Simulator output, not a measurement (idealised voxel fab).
The document below concerns the process module designated voxel local oxidation.
The figure presents cross-section cut, which has a width of 280 nm and is divided into square cells with an edge length of 5 nm.
Cross-sections here: square-cell grids, written as top-down lists of bands, a band being one or more rows of cells.
Band entry format. Leading values: height of top, height of bottom, nm. Remainder: materials in left-to-right order, each with its width in nm. Special words: "throughout" on a single material, which then fills the band edge to edge; "blank", empty space.
Heights are reckoned from 0. Under this level, the received wafer is all of one material. The bottommost band is open-ended downward, for example "0 down".
The notation "30 to 40" denotes a width that varies across the rows of cells in the band, beginning at the first number in the top row, finishing at the second number in the bottom row, and changing by an identical amount from each row to the next.
Step marked "nothing different"? Then no cell in the cross-section changed in it.
"Sealed void list": empty spaces of 8 cells or more with no open way to the top, each given as width x height at distance, distance from the left edge, all in nm.
Read whatever lies past the settings on a step's line as the simulator's own remark about the step.
overlay nm: on a step with a mask, how far right of its planned place the mask lay; negative means left.
List of planned process steps:
| 1 | RECEIVE, material Si |
| 2 | CONFORMAL_DEP, material SiO2, thk nm 5 |
| 3 | CONFORMAL_DEP, material SiN, thk nm 15 |
| 4 | DIRECTIONAL_DEP, material aC, thk nm 15 |
| 5 | PATTERN, tone cover, mask id ACTIVE, material resist, width nm 125, thk nm 30, overlay nm 0 |
| 6 | DIRECTIONAL_ETCH, etch materials aC, depth nm 15 |
| 7 | STRIP, etch materials resist |
| 8 | DIRECTIONAL_ETCH, etch materials SiN, depth nm 15 |
| 9 | STRIP, etch materials aC |
| 10 | SELECTIVE_ETCH, etch materials SiO2, depth nm 5 |
| 11 | OXIDIZE, depth nm 15 |
| 12 | STRIP, etch materials SiN |
As-received state of the wafer in cross-section, equivalent to post-step 1:
0 down | Si throughout
Sealed void list: none
First of two wafers, end-of-module section, run followed plan:
5 to 0 | blank 80 nm; SiO2 115 nm; blank 85 nm
0 to -15 | SiO2 95 nm; Si 85 nm; SiO2 100 nm
-15 down | Si throughout
Sealed void list: none
End-of-module cross-section of the second wafer: identical starting point and process plan to the first, with one processing mistake:
30 to 20 | SiO2 throughout
20 to 5 | SiN throughout
5 to 0 | SiO2 throughout
0 down | Si throughout
Sealed void list: none
Processing error: heads up, step 4 didn't go per plan, it actually ran as DIRECTIONAL_DEP, material SiO2, thk nm 15
In the final state, the cell counts of the second wafer exceed or fall short of those of the first for the following materials: +117 Si; +168 SiN; +28 SiO2
